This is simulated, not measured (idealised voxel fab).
Name of the process module below: voxel plated lines
This is section cut - it's 295 nm across, gridded in 5 nm square cells.
The cross-sections in this document take the form of a grid made of square cells. They are written out as bands, in order from top to bottom. Each band consists of one or more rows of cells. Basically the band line says how high the top is and how high the bottom is, in nm, and then what's in it from left to right, every material with its width in nm. Empty space shows up as "blank", and if a single material carries "edge to edge" it runs the full band edge to edge. Zero point of the height axis is 0; under it, received wafer = one material. Lowest band: continues down indefinitely, "z 0 and below". A width given as "30..40" starts at the first number in the band's top row and ends at the second number in its bottom row, shifting by an equal amount at every step from row to row. Where the words "nothing different" appear for a step, the cross-section shows no cell changed by that step; every cell remained as before. Any empty space of 8 cells or more lacking an open way to the top shows up in "Enclosed void listing" as width x height at distance, distance from the left edge, in nm. It should be noted that, on the line of a given step, the content following the step's settings is a remark produced by the simulator itself with respect to that step. overlay nm, on a step with a mask: how far to the right of its planned place the mask lay; to the left if negative.

BELOW IS THE LIST OF PLANNED PROCESS STEPS
1 RECEIVE with material Si
2 CONFORMAL_DEP with material SiN, thk nm 5
3 DIRECTIONAL_DEP with material TiN, thk nm 5
4 PATTERN with tone open, mask id LINES, material resist, width nm 25, pitch nm 40, thk nm 40, overlay nm 0
5 EPI with material Ru, thk nm 10
6 EPI with material Ru, thk nm 5
7 EPI with material Ru, thk nm 5
8 STRIP with etch materials resist
9 DIRECTIONAL_ETCH with etch materials TiN, depth nm 5
10 CONFORMAL_DEP with material SiN, thk nm 10

INCOMING WAFER IN CROSS-SECTION (STATE: AFTER STEP 1)
	z 0 and below | Si edge to edge
	Enclosed void listing: none

MODULE COMPLETE - CROSS-SECTION OF THE FIRST OF TWO WAFERS, RUN ACCORDING TO PLAN
	z 40 to 30 | blank (85)  SiN (125)  blank (85)
	z 30 to 15 | blank (85)  SiN (10)  Ru (25)  SiN (15)  Ru (25)  SiN (15)  Ru (25)  SiN (10)  blank (85)
	z 15 to 10 | SiN (95)  Ru (25)  SiN (15)  Ru (25)  SiN (15)  Ru (25)  SiN (95)
	z 10 to 5 | SiN (95)  TiN (25)  SiN (15)  TiN (25)  SiN (15)  TiN (25)  SiN (95)
	z 5 to 0 | SiN edge to edge
	z 0 and below | Si edge to edge
	Enclosed void listing: none

SECOND WAFER OF THE TWO, SECTIONED AT THE END OF THE MODULE. IT BEGAN LIKE THE FIRST AND FOLLOWED THE SAME PLAN, BUT ONE MISTAKE WAS MADE WHILE RUNNING IT
	z 40 to 30 | blank (80)  SiN (135)  blank (80)
	z 30 to 25 | blank (80)  SiN (10)  Ru (35)  SiN (5)  Ru (35)  SiN (5)  Ru (35)  SiN (10)  blank (80)
	z 25 to 15 | SiN (90)  Ru (35)  SiN (5)  Ru (35)  SiN (5)  Ru (35)  SiN (90)
	z 15 to 10 | Ru edge to edge
	z 10 to 5 | TiN edge to edge
	z 5 to 0 | SiN edge to edge
	z 0 and below | Si edge to edge
	Enclosed void listing: none
What was the processing mistake? plan steps 7 and 8 run swapped
Final cells, second wafer relative to first, materials higher or lower: +62 Ru, -32 SiN, +44 TiN
